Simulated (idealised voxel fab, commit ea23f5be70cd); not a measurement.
process module | voxel quadruple lines
cross-section cut | 265 nm wide | cells 5 nm
A cross-section is a grid of square cells, given in bands from the top down. A band is one or more rows of cells.
Each band's line starts with the height of the band's top and of its bottom, in nm. Then come its materials from left to right, each with its width in nm. One material with "throughout" fills the band from edge to edge. "air" is empty space.
Height 0 is the level under which the wafer as received is all one material. The lowest band goes on downwards, as in "0 down".
A width such as "30 to 40" changes by the same amount from each row of cells to the next, from the band's top row to its bottom row.
"no change" after a step means that no cell of the cross-section changed.
closed voids: empty space of 8 cells or more with no open way to the top, each as width x height at its distance from the left edge, in nm
after a step's settings: what the simulator itself notes on the step
overlay nm, on a step with a mask: how far to the right of its planned place the mask lay; to the left if negative
plan
1 op RECEIVE | material Si
2 op CONFORMAL_DEP | material Al2O3 | thk nm 5
3 op DIRECTIONAL_DEP | material W | thk nm 10
4 op DIRECTIONAL_DEP | material polySi | thk nm 15
5 op DIRECTIONAL_DEP | material aC | thk nm 20
6 op PATTERN | tone cover | mask id MANDREL | material resist | width nm 20 | pitch nm 60 | thk nm 25 | overlay nm 0
7 op DIRECTIONAL_ETCH | etch materials aC | depth nm 20
8 op STRIP | etch materials resist
9 op CONFORMAL_DEP | material SiO2 | thk nm 10
10 op DIRECTIONAL_ETCH | etch materials SiO2 | depth nm 10
11 op STRIP | etch materials aC
12 op DIRECTIONAL_ETCH | etch materials polySi | depth nm 15
13 op STRIP | etch materials SiO2
14 op CONFORMAL_DEP | material SiN | thk nm 5
15 op DIRECTIONAL_ETCH | etch materials SiN | depth nm 5
16 op STRIP | etch materials polySi
17 op DIRECTIONAL_ETCH | etch materials W | depth nm 10
18 op STRIP | etch materials SiN
19 op FILL_DEP | material SiO2 | thk nm 10
20 op CMP | height nm 15
as received, after step 1
  0 down: Si throughout
  closed voids: none
a wafer at the end: this start, this plan, one mistake
  10 to 5: SiO2 75 | W 5 | SiO2 10 | W 5 | SiO2 10 | W 5 | SiO2 10 | W 5 | SiO2 10 | W 5 | SiO2 10 | W 5 | SiO2 10 | W 5 | SiO2 10 | W 5 | SiO2 80
  5 to 0: Al2O3 throughout
  0 down: Si throughout
  closed voids: none
what went wrong: step 20 ran as: op CMP | height nm 10
